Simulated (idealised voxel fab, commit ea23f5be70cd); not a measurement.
process module | voxel capacitor over wiring
cross-section cut | 250 nm wide | cells 5 nm
A cross-section is a grid of square cells, given in bands from the top down. A band is one or more rows of cells.
Each band's line starts with the height of the band's top and of its bottom, in nm. Then come its materials from left to right, each with its width in nm. One material with "throughout" fills the band from edge to edge. "air" is empty space.
Height 0 is the level under which the wafer as received is all one material. The lowest band goes on downwards, as in "0 down".
A width such as "30 to 40" changes by the same amount from each row of cells to the next, from the band's top row to its bottom row.
"no change" after a step means that no cell of the cross-section changed.
closed voids: empty space of 8 cells or more with no open way to the top, each as width x height at its distance from the left edge, in nm
after a step's settings: what the simulator itself notes on the step
overlay nm, on a step with a mask: how far to the right of its planned place the mask lay; to the left if negative
plan
1 op RECEIVE | material Si
2 op CONFORMAL_DEP | material SiO2 | thk nm 10
3 op DIRECTIONAL_DEP | material TiN | thk nm 5
4 op DIRECTIONAL_DEP | material W | thk nm 15
5 op DIRECTIONAL_DEP | material aC | thk nm 10
6 op PATTERN | tone cover | mask id METAL_1 | material resist | width nm 25 | pitch nm 90 | thk nm 25 | overlay nm 0
7 op DIRECTIONAL_ETCH | etch materials aC | depth nm 10
8 op STRIP | etch materials resist
9 op DIRECTIONAL_ETCH | etch materials W | depth nm 15
10 op DIRECTIONAL_ETCH | etch materials TiN | depth nm 5
11 op STRIP | etch materials aC
12 op CONFORMAL_DEP | material SiCN | thk nm 5
13 op FILL_DEP | material SiO2 | thk nm 5
14 op CMP | height nm 30
15 op CONFORMAL_DEP | material SiCN | thk nm 5
16 op DIRECTIONAL_DEP | material SiO2 | thk nm 15
17 op MASKED_ETCH | tone open | mask id PLUG_1 | width nm 15 | etch materials SiO2 | depth nm 15 | overlay nm 0
18 op MASKED_ETCH | tone open | mask id PLUG_1 | width nm 15 | etch materials SiCN | depth nm 5 | overlay nm 0
19 op EPI | material Ru | thk nm 10
20 op EPI | material Ru | thk nm 10
21 op DIRECTIONAL_DEP | material TiN | thk nm 10
22 op DIRECTIONAL_DEP | material SiN | thk nm 5
23 op DIRECTIONAL_DEP | material TiN | thk nm 10
24 op MASKED_ETCH | tone cover | mask id UPPER_PLATE | width nm 70 | etch materials TiN | depth nm 10 | overlay nm 0
25 op MASKED_ETCH | tone cover | mask id UPPER_PLATE | width nm 70 | etch materials SiN | depth nm 5 | overlay nm 0
26 op PATTERN | tone cover | mask id LOWER_PLATE | material resist | width nm 80 | thk nm 20 | overlay nm 0
27 op DIRECTIONAL_ETCH | etch materials TiN | depth nm 10
28 op STRIP | etch materials resist
29 op FILL_DEP | material SiO2 | thk nm 20
30 op CMP | height nm 90
31 op DIRECTIONAL_DEP | material aC | thk nm 15
32 op PATTERN | tone open | mask id PLUG_2 | material resist | width nm 15 | thk nm 30 | overlay nm 0
33 op DIRECTIONAL_ETCH | etch materials aC | depth nm 15
34 op STRIP | etch materials resist
35 op DIRECTIONAL_ETCH | etch materials SiO2 | depth nm 15
36 op STRIP | etch materials aC
37 op CONFORMAL_DEP | material TiN | thk nm 5
38 op FILL_DEP | material Ru | thk nm 5
39 op CMP | height nm 90
40 op CONFORMAL_DEP | material SiCN | thk nm 5
as received, after step 1
  0 down: Si throughout
  closed voids: none
a wafer at the end: this start, this plan, one mistake
  95 to 90: SiCN throughout
  90 to 80: SiO2 85 | TiN 5 | Ru 5 | TiN 5 | SiO2 150
  80 to 75: SiO2 85 | TiN 15 | SiO2 150
  75 to 65: SiO2 75 | TiN 30 | SiO2 145
  65 to 60: SiO2 75 | SiN 30 | SiO2 145
  60 to 50: SiO2 70 | TiN 75 | SiO2 105
  50 to 45: SiO2 60 | Ru 45 | SiN 40 | SiO2 105
  45 to 35: SiO2 60 | Ru 45 | TiN 45 | SiO2 100
  35 to 30: SiCN 75 | Ru 15 | SiCN 160
  30 to 15: SiO2 60 | SiCN 5 | W 25 | SiCN 5 | SiO2 55 | SiCN 5 | W 25 | SiCN 5 | SiO2 65
  15 to 10: SiCN 65 | TiN 25 | SiCN 65 | TiN 25 | SiCN 70
  10 to 0: SiO2 throughout
  0 down: Si throughout
  closed voids: none
what went wrong: step 16 was left out
